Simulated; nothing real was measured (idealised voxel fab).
Herein follows the process module entitled voxel fin reveal.
Cross-section cut spans 190 nm and uses square cells 5 nm in size.
Cross-section layout: square cells on a grid; listed as bands, top to bottom; a band spans one or more cell rows. The entry gives the band's vertical extent as a top height and a bottom height in nm, then its horizontal make-up as materials from left to right, each with a width in nm. "air" stands for empty space; a single material marked "all across" fills the band edge to edge. All heights in this document are referenced to 0, defined as the level beneath which the wafer, as received, consists entirely of one material. The lowest band is not bounded below; it extends indefinitely downward and is written in the form "from 0 down". You'd read "30->40" like this: the band's top row of cells is as wide as the first number, its bottom row is as wide as the second, and going down, every row changes width by the same amount as the row before did. The designation "no alteration", where it is given for a processing step, indicates that no cell of the cross-section was altered in the course of that step. Entry "Enclosed cavities". Content: empty spaces with no open connection to the top, size 8 cells or greater. Each: width x height at distance. Distance: from left edge. Unit: nm. The remark found on a step's line after its settings is issued by the simulator itself and pertains to that step. Regarding "overlay nm": on a step with a mask, it is the distance the mask lay to the right of its planned place; a negative value places it to the left.
[Planned step list for the process]
- 1: RECEIVE [material Si]
- 2: CONFORMAL_DEP [material SiN] [thk nm 10]
- 3: DIRECTIONAL_DEP [material aC] [thk nm 10]
- 4: PATTERN [tone cover] [mask id FINS] [material resist] [width nm 15] [pitch nm 40] [thk nm 25] [overlay nm 0]
- 5: DIRECTIONAL_ETCH [etch materials aC] [depth nm 10]
- 6: STRIP [etch materials resist]
- 7: DIRECTIONAL_ETCH [etch materials SiN] [depth nm 10]
- 8: DIRECTIONAL_ETCH [etch materials Si] [depth nm 30]
- 9: STRIP [etch materials aC]
- 10: FILL_DEP [material SiO2] [thk nm 10]
- 11: CMP [height nm 10]
- 12: SELECTIVE_ETCH [etch materials SiO2] [depth nm 20]
- 13: STRIP [etch materials SiN]
- 14: CONFORMAL_DEP [material SiO2] [thk nm 5]
[Shown in cross-section is the wafer as received, that is, as it stands after step 1]
from 0 down | Si all across
Enclosed cavities: none
[Cross-sectional image of the first of two wafers at the end of the module, the run having proceeded as planned]
from 5 to 0 | 60 nm air / 25 nm SiO2 / 15 nm air / 25 nm SiO2 / 65 nm air
from 0 to -5 | 60 nm air / 5 nm SiO2 / 15 nm Si / 5 nm SiO2 / 15 nm air / 5 nm SiO2 / 15 nm Si / 5 nm SiO2 / 65 nm air
from -5 to -30 | 65 nm SiO2 / 15 nm Si / 25 nm SiO2 / 15 nm Si / 70 nm SiO2
from -30 down | Si all across
Enclosed cavities: none
[Cross-sectional view of the second of two wafers upon completion of the module. This wafer shared its starting condition and process plan with the first; one error was made during its execution]
from 5 to 0 | 60 nm air / 25 nm SiO2 / 15 nm air / 25 nm SiO2 / 65 nm air
from 0 to -5 | 60 nm air / 5 nm SiO2 / 15 nm Si / 5 nm SiO2 / 15 nm air / 5 nm SiO2 / 15 nm Si / 5 nm SiO2 / 65 nm air
from -5 to -15 | 50 nm SiO2 / 10 nm air / 5 nm SiO2 / 15 nm Si / 5 nm SiO2 / 15 nm air / 5 nm SiO2 / 15 nm Si / 5 nm SiO2 / 10 nm air / 55 nm SiO2
from -15 to -30 | 65 nm SiO2 / 15 nm Si / 25 nm SiO2 / 15 nm Si / 70 nm SiO2
from -30 down | Si all across
Enclosed cavities: none
Short version of what went wrong: a sequencing error occurred in which plan steps 12 and 13 were transposed
Wrapping up, a cell-based count of both wafers puts the second over or under the first for these materials: 14 fewer of SiO2
